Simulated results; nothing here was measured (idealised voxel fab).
process module | voxel ribs on slabs
cross-section cut | 265 nm wide | cells 5 nm
A cross-section is a grid of square cells, given in bands from the top down. A band is one or more rows of cells.
Each band's line starts with the height of the band's top and of its bottom, in nm. Then come its materials from left to right, each with its width in nm. One material with "throughout" fills the band from edge to edge. "air" is empty space.
Height 0 is the level under which the wafer as received is all one material. The lowest band goes on downwards, as in "0 down".
A width such as "30 to 40" changes by the same amount from each row of cells to the next, from the band's top row to its bottom row.
"no change" after a step means that no cell of the cross-section changed.
closed voids: empty space of 8 cells or more with no open way to the top, each as width x height at its distance from the left edge, in nm
after a step's settings: what the simulator itself notes on the step
overlay nm, on a step with a mask: how far to the right of its planned place the mask lay; to the left if negative
plan
1 op RECEIVE | material Si
2 op DIRECTIONAL_DEP | material SiO2 | thk nm 20
3 op DIRECTIONAL_DEP | material polySi | thk nm 20
4 op PATTERN | tone cover | mask id RIB | material resist | width nm 30 | thk nm 15 | overlay nm 0
5 op DIRECTIONAL_ETCH | etch materials polySi | depth nm 5
6 op STRIP | etch materials resist
7 op PATTERN | tone cover | mask id SLAB | material resist | width nm 90 | thk nm 20 | overlay nm 0
8 op DIRECTIONAL_ETCH | etch materials polySi | depth nm 15
9 op STRIP | etch materials resist
10 op FILL_DEP | material SiO2 | thk nm 30
11 op CMP | height nm 60
12 op DIRECTIONAL_DEP | material TiN | thk nm 10
13 op PATTERN | tone cover | mask id HEATER | material resist | width nm 40 | thk nm 15 | overlay nm 0
14 op DIRECTIONAL_ETCH | etch materials TiN | depth nm 10
15 op STRIP | etch materials resist
16 op CONFORMAL_DEP | material SiN | thk nm 5
as received, after step 1
  0 down: Si throughout
  closed voids: none
a wafer at the end: this start, this plan, one mistake
  75 to 70: air 100 | SiN 60 | air 105
  70 to 65: air 100 | SiN 5 | TiN 50 | SiN 5 | air 105
  65 to 60: SiN 105 | TiN 50 | SiN 110
  60 to 40: SiO2 throughout
  40 to 35: SiO2 115 | polySi 30 | SiO2 120
  35 to 20: SiO2 85 | polySi 90 | SiO2 90
  20 to 0: SiO2 throughout
  0 down: Si throughout
  closed voids: none
what went wrong: step 13 ran as: op PATTERN | tone cover | mask id HEATER | material resist | width nm 50 | thk nm 15 | overlay nm 0
